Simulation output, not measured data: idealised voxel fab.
process module | voxel transistor to metal
cross-section cut | 260 nm wide | cells 5 nm
A cross-section is a grid of square cells, given in bands from the top down. A band is one or more rows of cells.
Each band's line starts with the height of the band's top and of its bottom, in nm. Then come its materials from left to right, each with its width in nm. One material with "throughout" fills the band from edge to edge. "air" is empty space.
Height 0 is the level under which the wafer as received is all one material. The lowest band goes on downwards, as in "0 down".
A width such as "30 to 40" changes by the same amount from each row of cells to the next, from the band's top row to its bottom row.
"no change" after a step means that no cell of the cross-section changed.
closed voids: empty space of 8 cells or more with no open way to the top, each as width x height at its distance from the left edge, in nm
after a step's settings: what the simulator itself notes on the step
overlay nm, on a step with a mask: how far to the right of its planned place the mask lay; to the left if negative
plan
1 op RECEIVE | material Si
2 op CONFORMAL_DEP | material SiO2 | thk nm 5
3 op CONFORMAL_DEP | material SiN | thk nm 10
4 op DIRECTIONAL_DEP | material aC | thk nm 10
5 op PATTERN | tone cover | mask id ACTIVE | material resist | width nm 100 | pitch nm 130 | thk nm 30 | overlay nm 0
6 op DIRECTIONAL_ETCH | etch materials aC | depth nm 10
7 op STRIP | etch materials resist
8 op DIRECTIONAL_ETCH | etch materials SiN | depth nm 10
9 op DIRECTIONAL_ETCH | etch materials SiO2 | depth nm 5
10 op DIRECTIONAL_ETCH | etch materials Si | depth nm 25
11 op STRIP | etch materials aC
12 op OXIDIZE | depth nm 5
13 op FILL_DEP | material SiO2 | thk nm 5
14 op CMP | height nm 15
15 op SELECTIVE_ETCH | etch materials SiO2 | depth nm 10
16 op STRIP | etch materials SiN
17 op SELECTIVE_ETCH | etch materials SiO2 | depth nm 5
18 op OXIDIZE | depth nm 5
19 op DIRECTIONAL_DEP | material polySi | thk nm 30
20 op DIRECTIONAL_DEP | material SiCN | thk nm 15
21 op PATTERN | tone cover | mask id GATE | material resist | width nm 20 | pitch nm 130 | thk nm 15 | overlay nm 0
22 op DIRECTIONAL_ETCH | etch materials SiCN | depth nm 25
23 op DIRECTIONAL_ETCH | etch materials polySi | depth nm 40
24 op STRIP | etch materials resist
25 op CONFORMAL_DEP | material SiO2 | thk nm 5
26 op DIRECTIONAL_ETCH | etch materials SiO2 | depth nm 5
27 op CONFORMAL_DEP | material SiN | thk nm 10
28 op DIRECTIONAL_ETCH | etch materials SiN | depth nm 10
29 op DIRECTIONAL_ETCH | etch materials SiO2 | depth nm 5
30 op DIRECTIONAL_ETCH | etch materials Si | depth nm 15
31 op EPI | material pSi | thk nm 20
32 op FILL_DEP | material SiO2 | thk nm 10
33 op CMP | height nm 45
34 op DIRECTIONAL_DEP | material SiO2 | thk nm 10
35 op PATTERN | tone open | mask id CONTACT | material resist | width nm 15 | pitch nm 65 | thk nm 15 | overlay nm 0
36 op DIRECTIONAL_ETCH | etch materials SiO2 | depth nm 40
37 op STRIP | etch materials resist
38 op CONFORMAL_DEP | material TiN | thk nm 5
39 op FILL_DEP | material Ru | thk nm 5
40 op CMP | height nm 55
41 op CONFORMAL_DEP | material SiCN | thk nm 5
42 op DIRECTIONAL_DEP | material lowk | thk nm 15
43 op DIRECTIONAL_DEP | material aC | thk nm 15
44 op PATTERN | tone open | mask id METAL_1 | material resist | width nm 15 | pitch nm 65 | thk nm 30 | overlay nm 0
45 op DIRECTIONAL_ETCH | etch materials aC | depth nm 15
46 op STRIP | etch materials resist
47 op DIRECTIONAL_ETCH | etch materials lowk | depth nm 15
48 op DIRECTIONAL_ETCH | etch materials SiCN | depth nm 5
49 op STRIP | etch materials aC
50 op CONFORMAL_DEP | material TiN | thk nm 5
51 op FILL_DEP | material W | thk nm 10
52 op CMP | height nm 75
53 op EPI | material Ru | thk nm 5
54 op FILL_DEP | material SiCN | thk nm 5
first wafer, as planned
as received, after step 1
  0 down: Si throughout
  closed voids: none
after step 2
  5 to 0: SiO2 throughout
  below 0: unchanged
after step 3
  15 to 5: SiN throughout
  below 5: unchanged
after step 4
  25 to 15: aC throughout
  below 15: unchanged
after step 5
  55 to 25: air 15 | resist 100 | air 30 | resist 100 | air 15
  below 25: unchanged
after step 6
  45 to 25: air 15 | resist 100 | air 30 | resist 100 | air 15
  25 to 15: air 15 | aC 100 | air 30 | aC 100 | air 15
  below 15: unchanged
after step 7
  25 to 15: air 15 | aC 100 | air 30 | aC 100 | air 15
  below 15: unchanged
after step 8
  25 to 15: air 15 | aC 100 | air 30 | aC 100 | air 15
  15 to 5: air 15 | SiN 100 | air 30 | SiN 100 | air 15
  below 5: unchanged
after step 9
  25 to 15: air 15 | aC 100 | air 30 | aC 100 | air 15
  15 to 5: air 15 | SiN 100 | air 30 | SiN 100 | air 15
  5 to 0: air 15 | SiO2 100 | air 30 | SiO2 100 | air 15
  below 0: unchanged
after step 10
  25 to 15: air 15 | aC 100 | air 30 | aC 100 | air 15
  15 to 5: air 15 | SiN 100 | air 30 | SiN 100 | air 15
  5 to 0: air 15 | SiO2 100 | air 30 | SiO2 100 | air 15
  0 to -25: air 15 | Si 100 | air 30 | Si 100 | air 15
  below -25: unchanged
after step 11
  15 to 5: air 15 | SiN 100 | air 30 | SiN 100 | air 15
  below 5: unchanged
after step 12
  15 to 5: air 15 | SiN 100 | air 30 | SiN 100 | air 15
  5 to 0: air 15 | SiO2 100 | air 30 | SiO2 100 | air 15
  0 to -25: air 15 | SiO2 5 | Si 90 | SiO2 5 | air 30 | SiO2 5 | Si 90 | SiO2 5 | air 15
  -25 to -30: SiO2 20 | Si 90 | SiO2 40 | Si 90 | SiO2 20
  below -30: unchanged
after step 13
  20 to 15: SiO2 throughout
  15 to 5: SiO2 15 | SiN 100 | SiO2 30 | SiN 100 | SiO2 15
  5 to 0: SiO2 throughout
  0 to -30: SiO2 20 | Si 90 | SiO2 40 | Si 90 | SiO2 20
  below -30: unchanged
after step 14
  15 to 5: SiO2 15 | SiN 100 | SiO2 30 | SiN 100 | SiO2 15
  below 5: unchanged
after step 15
  15 to 5: air 15 | SiN 100 | air 30 | SiN 100 | air 15
  below 5: unchanged
after step 16
  5 to 0: SiO2 throughout
  below 0: unchanged
after step 17
  0 to -30: SiO2 20 | Si 90 | SiO2 40 | Si 90 | SiO2 20
  below -30: unchanged
after step 18
  0 to -5: SiO2 throughout
  below -5: unchanged
after step 19
  30 to 0: polySi throughout
  below 0: unchanged
after step 20
  45 to 30: SiCN throughout
  below 30: unchanged
after step 21
  60 to 45: air 55 | resist 20 | air 110 | resist 20 | air 55
  below 45: unchanged
after step 22
  60 to 45: air 55 | resist 20 | air 110 | resist 20 | air 55
  45 to 30: air 55 | SiCN 20 | air 110 | SiCN 20 | air 55
  below 30: unchanged
after step 23
  60 to 45: air 55 | resist 20 | air 110 | resist 20 | air 55
  45 to 30: air 55 | SiCN 20 | air 110 | SiCN 20 | air 55
  30 to 0: air 55 | polySi 20 | air 110 | polySi 20 | air 55
  below 0: unchanged
after step 24
  45 to 30: air 55 | SiCN 20 | air 110 | SiCN 20 | air 55
  below 30: unchanged
after step 25
  50 to 45: air 50 | SiO2 30 | air 100 | SiO2 30 | air 50
  45 to 30: air 50 | SiO2 5 | SiCN 20 | SiO2 5 | air 100 | SiO2 5 | SiCN 20 | SiO2 5 | air 50
  30 to 5: air 50 | SiO2 5 | polySi 20 | SiO2 5 | air 100 | SiO2 5 | polySi 20 | SiO2 5 | air 50
  5 to 0: SiO2 55 | polySi 20 | SiO2 110 | polySi 20 | SiO2 55
  below 0: unchanged
after step 26
  45 to 30: air 50 | SiO2 5 | SiCN 20 | SiO2 5 | air 100 | SiO2 5 | SiCN 20 | SiO2 5 | air 50
  30 to 0: air 50 | SiO2 5 | polySi 20 | SiO2 5 | air 100 | SiO2 5 | polySi 20 | SiO2 5 | air 50
  below 0: unchanged
after step 27
  55 to 45: air 40 | SiN 50 | air 80 | SiN 50 | air 40
  45 to 30: air 40 | SiN 10 | SiO2 5 | SiCN 20 | SiO2 5 | SiN 10 | air 80 | SiN 10 | SiO2 5 | SiCN 20 | SiO2 5 | SiN 10 | air 40
  30 to 10: air 40 | SiN 10 | SiO2 5 | polySi 20 | SiO2 5 | SiN 10 | air 80 | SiN 10 | SiO2 5 | polySi 20 | SiO2 5 | SiN 10 | air 40
  10 to 0: SiN 50 | SiO2 5 | polySi 20 | SiO2 5 | SiN 100 | SiO2 5 | polySi 20 | SiO2 5 | SiN 50
  below 0: unchanged
after step 28
  45 to 30: air 40 | SiN 10 | SiO2 5 | SiCN 20 | SiO2 5 | SiN 10 | air 80 | SiN 10 | SiO2 5 | SiCN 20 | SiO2 5 | SiN 10 | air 40
  30 to 0: air 40 | SiN 10 | SiO2 5 | polySi 20 | SiO2 5 | SiN 10 | air 80 | SiN 10 | SiO2 5 | polySi 20 | SiO2 5 | SiN 10 | air 40
  below 0: unchanged
after step 29
  45 to 40: air 40 | SiN 10 | air 5 | SiCN 20 | air 5 | SiN 10 | air 80 | SiN 10 | air 5 | SiCN 20 | air 5 | SiN 10 | air 40
  40 to 30: air 40 | SiN 10 | SiO2 5 | SiCN 20 | SiO2 5 | SiN 10 | air 80 | SiN 10 | SiO2 5 | SiCN 20 | SiO2 5 | SiN 10 | air 40
  30 to 0: air 40 | SiN 10 | SiO2 5 | polySi 20 | SiO2 5 | SiN 10 | air 80 | SiN 10 | SiO2 5 | polySi 20 | SiO2 5 | SiN 10 | air 40
  0 to -5: air 40 | SiO2 50 | air 80 | SiO2 50 | air 40
  below -5: unchanged
after step 30
  45 to 40: air 40 | SiN 10 | air 5 | SiCN 20 | air 5 | SiN 10 | air 80 | SiN 10 | air 5 | SiCN 20 | air 5 | SiN 10 | air 40
  40 to 30: air 40 | SiN 10 | SiO2 5 | SiCN 20 | SiO2 5 | SiN 10 | air 80 | SiN 10 | SiO2 5 | SiCN 20 | SiO2 5 | SiN 10 | air 40
  30 to 0: air 40 | SiN 10 | SiO2 5 | polySi 20 | SiO2 5 | SiN 10 | air 80 | SiN 10 | SiO2 5 | polySi 20 | SiO2 5 | SiN 10 | air 40
  0 to -5: air 40 | SiO2 50 | air 80 | SiO2 50 | air 40
  -5 to -20: SiO2 20 | air 20 | Si 50 | air 20 | SiO2 40 | air 20 | Si 50 | air 20 | SiO2 20
  below -20: unchanged
after step 31
  45 to 40: air 40 | SiN 10 | air 5 | SiCN 20 | air 5 | SiN 10 | air 80 | SiN 10 | air 5 | SiCN 20 | air 5 | SiN 10 | air 40
  40 to 30: air 40 | SiN 10 | SiO2 5 | SiCN 20 | SiO2 5 | SiN 10 | air 80 | SiN 10 | SiO2 5 | SiCN 20 | SiO2 5 | SiN 10 | air 40
  30 to 15: air 40 | SiN 10 | SiO2 5 | polySi 20 | SiO2 5 | SiN 10 | air 80 | SiN 10 | SiO2 5 | polySi 20 | SiO2 5 | SiN 10 | air 40
  15 to 0: air 20 | pSi 20 | SiN 10 | SiO2 5 | polySi 20 | SiO2 5 | SiN 10 | pSi 20 | air 40 | pSi 20 | SiN 10 | SiO2 5 | polySi 20 | SiO2 5 | SiN 10 | pSi 20 | air 20
  0 to -5: air 15 | pSi 25 | SiO2 50 | pSi 25 | air 30 | pSi 25 | SiO2 50 | pSi 25 | air 15
  -5 to -20: SiO2 20 | pSi 20 | Si 50 | pSi 20 | SiO2 40 | pSi 20 | Si 50 | pSi 20 | SiO2 20
  below -20: unchanged
after step 32
  55 to 45: SiO2 throughout
  45 to 30: SiO2 40 | SiN 10 | SiO2 5 | SiCN 20 | SiO2 5 | SiN 10 | SiO2 80 | SiN 10 | SiO2 5 | SiCN 20 | SiO2 5 | SiN 10 | SiO2 40
  30 to 15: SiO2 40 | SiN 10 | SiO2 5 | polySi 20 | SiO2 5 | SiN 10 | SiO2 80 | SiN 10 | SiO2 5 | polySi 20 | SiO2 5 | SiN 10 | SiO2 40
  15 to 0: SiO2 20 | pSi 20 | SiN 10 | SiO2 5 | polySi 20 | SiO2 5 | SiN 10 | pSi 20 | SiO2 40 | pSi 20 | SiN 10 | SiO2 5 | polySi 20 | SiO2 5 | SiN 10 | pSi 20 | SiO2 20
  0 to -5: SiO2 15 | pSi 25 | SiO2 50 | pSi 25 | SiO2 30 | pSi 25 | SiO2 50 | pSi 25 | SiO2 15
  below -5: unchanged
after step 33
  45 to 30: SiO2 40 | SiN 10 | SiO2 5 | SiCN 20 | SiO2 5 | SiN 10 | SiO2 80 | SiN 10 | SiO2 5 | SiCN 20 | SiO2 5 | SiN 10 | SiO2 40
  below 30: unchanged
after step 34
  55 to 45: SiO2 throughout
  below 45: unchanged
after step 35
  70 to 55: resist 25 | air 15 | resist 50 | air 15 | resist 50 | air 15 | resist 50 | air 15 | resist 25
  below 55: unchanged
after step 36
  70 to 55: resist 25 | air 15 | resist 50 | air 15 | resist 50 | air 15 | resist 50 | air 15 | resist 25
  55 to 45: SiO2 25 | air 15 | SiO2 50 | air 15 | SiO2 50 | air 15 | SiO2 50 | air 15 | SiO2 25
  45 to 30: SiO2 25 | air 15 | SiN 10 | SiO2 5 | SiCN 20 | SiO2 5 | SiN 10 | air 15 | SiO2 50 | air 15 | SiN 10 | SiO2 5 | SiCN 20 | SiO2 5 | SiN 10 | air 15 | SiO2 25
  30 to 15: SiO2 25 | air 15 | SiN 10 | SiO2 5 | polySi 20 | SiO2 5 | SiN 10 | air 15 | SiO2 50 | air 15 | SiN 10 | SiO2 5 | polySi 20 | SiO2 5 | SiN 10 | air 15 | SiO2 25
  below 15: unchanged
after step 37
  55 to 45: SiO2 25 | air 15 | SiO2 50 | air 15 | SiO2 50 | air 15 | SiO2 50 | air 15 | SiO2 25
  below 45: unchanged
after step 38
  60 to 55: TiN 30 | air 5 | TiN 60 | air 5 | TiN 60 | air 5 | TiN 60 | air 5 | TiN 30
  55 to 45: SiO2 25 | TiN 5 | air 5 | TiN 5 | SiO2 50 | TiN 5 | air 5 | TiN 5 | SiO2 50 | TiN 5 | air 5 | TiN 5 | SiO2 50 | TiN 5 | air 5 | TiN 5 | SiO2 25
  45 to 30: SiO2 25 | TiN 5 | air 5 | TiN 5 | SiN 10 | SiO2 5 | SiCN 20 | SiO2 5 | SiN 10 | TiN 5 | air 5 | TiN 5 | SiO2 50 | TiN 5 | air 5 | TiN 5 | SiN 10 | SiO2 5 | SiCN 20 | SiO2 5 | SiN 10 | TiN 5 | air 5 | TiN 5 | SiO2 25
  30 to 20: SiO2 25 | TiN 5 | air 5 | TiN 5 | SiN 10 | SiO2 5 | polySi 20 | SiO2 5 | SiN 10 | TiN 5 | air 5 | TiN 5 | SiO2 50 | TiN 5 | air 5 | TiN 5 | SiN 10 | SiO2 5 | polySi 20 | SiO2 5 | SiN 10 | TiN 5 | air 5 | TiN 5 | SiO2 25
  20 to 15: SiO2 25 | TiN 15 | SiN 10 | SiO2 5 | polySi 20 | SiO2 5 | SiN 10 | TiN 15 | SiO2 50 | TiN 15 | SiN 10 | SiO2 5 | polySi 20 | SiO2 5 | SiN 10 | TiN 15 | SiO2 25
  below 15: unchanged
after step 39
  65 to 60: Ru throughout
  60 to 55: TiN 30 | Ru 5 | TiN 60 | Ru 5 | TiN 60 | Ru 5 | TiN 60 | Ru 5 | TiN 30
  55 to 45: SiO2 25 | TiN 5 | Ru 5 | TiN 5 | SiO2 50 | TiN 5 | Ru 5 | TiN 5 | SiO2 50 | TiN 5 | Ru 5 | TiN 5 | SiO2 50 | TiN 5 | Ru 5 | TiN 5 | SiO2 25
  45 to 30: SiO2 25 | TiN 5 | Ru 5 | TiN 5 | SiN 10 | SiO2 5 | SiCN 20 | SiO2 5 | SiN 10 | TiN 5 | Ru 5 | TiN 5 | SiO2 50 | TiN 5 | Ru 5 | TiN 5 | SiN 10 | SiO2 5 | SiCN 20 | SiO2 5 | SiN 10 | TiN 5 | Ru 5 | TiN 5 | SiO2 25
  30 to 20: SiO2 25 | TiN 5 | Ru 5 | TiN 5 | SiN 10 | SiO2 5 | polySi 20 | SiO2 5 | SiN 10 | TiN 5 | Ru 5 | TiN 5 | SiO2 50 | TiN 5 | Ru 5 | TiN 5 | SiN 10 | SiO2 5 | polySi 20 | SiO2 5 | SiN 10 | TiN 5 | Ru 5 | TiN 5 | SiO2 25
  below 20: unchanged
after step 40
  55 to 45: SiO2 25 | TiN 5 | Ru 5 | TiN 5 | SiO2 50 | TiN 5 | Ru 5 | TiN 5 | SiO2 50 | TiN 5 | Ru 5 | TiN 5 | SiO2 50 | TiN 5 | Ru 5 | TiN 5 | SiO2 25
  below 45: unchanged
after step 41
  60 to 55: SiCN throughout
  below 55: unchanged
after step 42
  75 to 60: lowk throughout
  below 60: unchanged
after step 43
  90 to 75: aC throughout
  below 75: unchanged
after step 44
  120 to 90: resist 25 | air 15 | resist 50 | air 15 | resist 50 | air 15 | resist 50 | air 15 | resist 25
  below 90: unchanged
after step 45
  105 to 90: resist 25 | air 15 | resist 50 | air 15 | resist 50 | air 15 | resist 50 | air 15 | resist 25
  90 to 75: aC 25 | air 15 | aC 50 | air 15 | aC 50 | air 15 | aC 50 | air 15 | aC 25
  below 75: unchanged
after step 46
  90 to 75: aC 25 | air 15 | aC 50 | air 15 | aC 50 | air 15 | aC 50 | air 15 | aC 25
  below 75: unchanged
after step 47
  90 to 75: aC 25 | air 15 | aC 50 | air 15 | aC 50 | air 15 | aC 50 | air 15 | aC 25
  75 to 60: lowk 25 | air 15 | lowk 50 | air 15 | lowk 50 | air 15 | lowk 50 | air 15 | lowk 25
  below 60: unchanged
after step 48
  90 to 75: aC 25 | air 15 | aC 50 | air 15 | aC 50 | air 15 | aC 50 | air 15 | aC 25
  75 to 60: lowk 25 | air 15 | lowk 50 | air 15 | lowk 50 | air 15 | lowk 50 | air 15 | lowk 25
  60 to 55: SiCN 25 | air 15 | SiCN 50 | air 15 | SiCN 50 | air 15 | SiCN 50 | air 15 | SiCN 25
  below 55: unchanged
after step 49
  75 to 60: lowk 25 | air 15 | lowk 50 | air 15 | lowk 50 | air 15 | lowk 50 | air 15 | lowk 25
  below 60: unchanged
after step 50
  80 to 75: TiN 30 | air 5 | TiN 60 | air 5 | TiN 60 | air 5 | TiN 60 | air 5 | TiN 30
  75 to 60: lowk 25 | TiN 5 | air 5 | TiN 5 | lowk 50 | TiN 5 | air 5 | TiN 5 | lowk 50 | TiN 5 | air 5 | TiN 5 | lowk 50 | TiN 5 | air 5 | TiN 5 | lowk 25
  60 to 55: SiCN 25 | TiN 15 | SiCN 50 | TiN 15 | SiCN 50 | TiN 15 | SiCN 50 | TiN 15 | SiCN 25
  below 55: unchanged
after step 51
  90 to 80: W throughout
  80 to 75: TiN 30 | W 5 | TiN 60 | W 5 | TiN 60 | W 5 | TiN 60 | W 5 | TiN 30
  75 to 60: lowk 25 | TiN 5 | W 5 | TiN 5 | lowk 50 | TiN 5 | W 5 | TiN 5 | lowk 50 | TiN 5 | W 5 | TiN 5 | lowk 50 | TiN 5 | W 5 | TiN 5 | lowk 25
  below 60: unchanged
after step 52
  75 to 60: lowk 25 | TiN 5 | W 5 | TiN 5 | lowk 50 | TiN 5 | W 5 | TiN 5 | lowk 50 | TiN 5 | W 5 | TiN 5 | lowk 50 | TiN 5 | W 5 | TiN 5 | lowk 25
  below 60: unchanged
after step 53
  80 to 75: air 20 | Ru 25 | air 40 | Ru 25 | air 40 | Ru 25 | air 40 | Ru 25 | air 20
  below 75: unchanged
after step 54
  85 to 80: SiCN throughout
  80 to 75: SiCN 20 | Ru 25 | SiCN 40 | Ru 25 | SiCN 40 | Ru 25 | SiCN 40 | Ru 25 | SiCN 20
  below 75: unchanged
second wafer: like start, like plan, one mistake. Through step 33 it matches the first wafer
when step 34 should have ended
  55 to 45: TiN throughout
  below 45: unchanged
when step 35 should have ended
  70 to 55: resist 25 | air 15 | resist 50 | air 15 | resist 50 | air 15 | resist 50 | air 15 | resist 25
  below 55: unchanged
when step 36 should have ended: no change
when step 37 should have ended
  55 to 45: TiN throughout
  below 45: unchanged
when step 38 should have ended
  60 to 45: TiN throughout
  below 45: unchanged
when step 39 should have ended
  65 to 60: Ru throughout
  below 60: unchanged
when step 40 should have ended
  55 to 45: TiN throughout
  below 45: unchanged
when step 41 should have ended
  60 to 55: SiCN throughout
  below 55: unchanged
when step 42 should have ended
  75 to 60: lowk throughout
  below 60: unchanged
when step 43 should have ended
  90 to 75: aC throughout
  below 75: unchanged
when step 44 should have ended
  120 to 90: resist 25 | air 15 | resist 50 | air 15 | resist 50 | air 15 | resist 50 | air 15 | resist 25
  below 90: unchanged
when step 45 should have ended
  105 to 90: resist 25 | air 15 | resist 50 | air 15 | resist 50 | air 15 | resist 50 | air 15 | resist 25
  90 to 75: aC 25 | air 15 | aC 50 | air 15 | aC 50 | air 15 | aC 50 | air 15 | aC 25
  below 75: unchanged
when step 46 should have ended
  90 to 75: aC 25 | air 15 | aC 50 | air 15 | aC 50 | air 15 | aC 50 | air 15 | aC 25
  below 75: unchanged
when step 47 should have ended
  90 to 75: aC 25 | air 15 | aC 50 | air 15 | aC 50 | air 15 | aC 50 | air 15 | aC 25
  75 to 60: lowk 25 | air 15 | lowk 50 | air 15 | lowk 50 | air 15 | lowk 50 | air 15 | lowk 25
  below 60: unchanged
when step 48 should have ended
  90 to 75: aC 25 | air 15 | aC 50 | air 15 | aC 50 | air 15 | aC 50 | air 15 | aC 25
  75 to 60: lowk 25 | air 15 | lowk 50 | air 15 | lowk 50 | air 15 | lowk 50 | air 15 | lowk 25
  60 to 55: SiCN 25 | air 15 | SiCN 50 | air 15 | SiCN 50 | air 15 | SiCN 50 | air 15 | SiCN 25
  below 55: unchanged
when step 49 should have ended
  75 to 60: lowk 25 | air 15 | lowk 50 | air 15 | lowk 50 | air 15 | lowk 50 | air 15 | lowk 25
  below 60: unchanged
when step 50 should have ended
  80 to 75: TiN 30 | air 5 | TiN 60 | air 5 | TiN 60 | air 5 | TiN 60 | air 5 | TiN 30
  75 to 60: lowk 25 | TiN 5 | air 5 | TiN 5 | lowk 50 | TiN 5 | air 5 | TiN 5 | lowk 50 | TiN 5 | air 5 | TiN 5 | lowk 50 | TiN 5 | air 5 | TiN 5 | lowk 25
  60 to 55: SiCN 25 | TiN 15 | SiCN 50 | TiN 15 | SiCN 50 | TiN 15 | SiCN 50 | TiN 15 | SiCN 25
  below 55: unchanged
when step 51 should have ended
  90 to 80: W throughout
  80 to 75: TiN 30 | W 5 | TiN 60 | W 5 | TiN 60 | W 5 | TiN 60 | W 5 | TiN 30
  75 to 60: lowk 25 | TiN 5 | W 5 | TiN 5 | lowk 50 | TiN 5 | W 5 | TiN 5 | lowk 50 | TiN 5 | W 5 | TiN 5 | lowk 50 | TiN 5 | W 5 | TiN 5 | lowk 25
  below 60: unchanged
when step 52 should have ended
  75 to 60: lowk 25 | TiN 5 | W 5 | TiN 5 | lowk 50 | TiN 5 | W 5 | TiN 5 | lowk 50 | TiN 5 | W 5 | TiN 5 | lowk 50 | TiN 5 | W 5 | TiN 5 | lowk 25
  below 60: unchanged
when step 53 should have ended
  80 to 75: air 20 | Ru 25 | air 40 | Ru 25 | air 40 | Ru 25 | air 40 | Ru 25 | air 20
  below 75: unchanged
when step 54 should have ended
  85 to 80: SiCN throughout
  80 to 75: SiCN 20 | Ru 25 | SiCN 40 | Ru 25 | SiCN 40 | Ru 25 | SiCN 40 | Ru 25 | SiCN 20
  below 75: unchanged
what went wrong: step 34 ran as: op DIRECTIONAL_DEP | material TiN | thk nm 10
at the end the second wafer has, in cells: 28 fewer of Ru | 8 fewer of SiO2 | 36 more of TiN
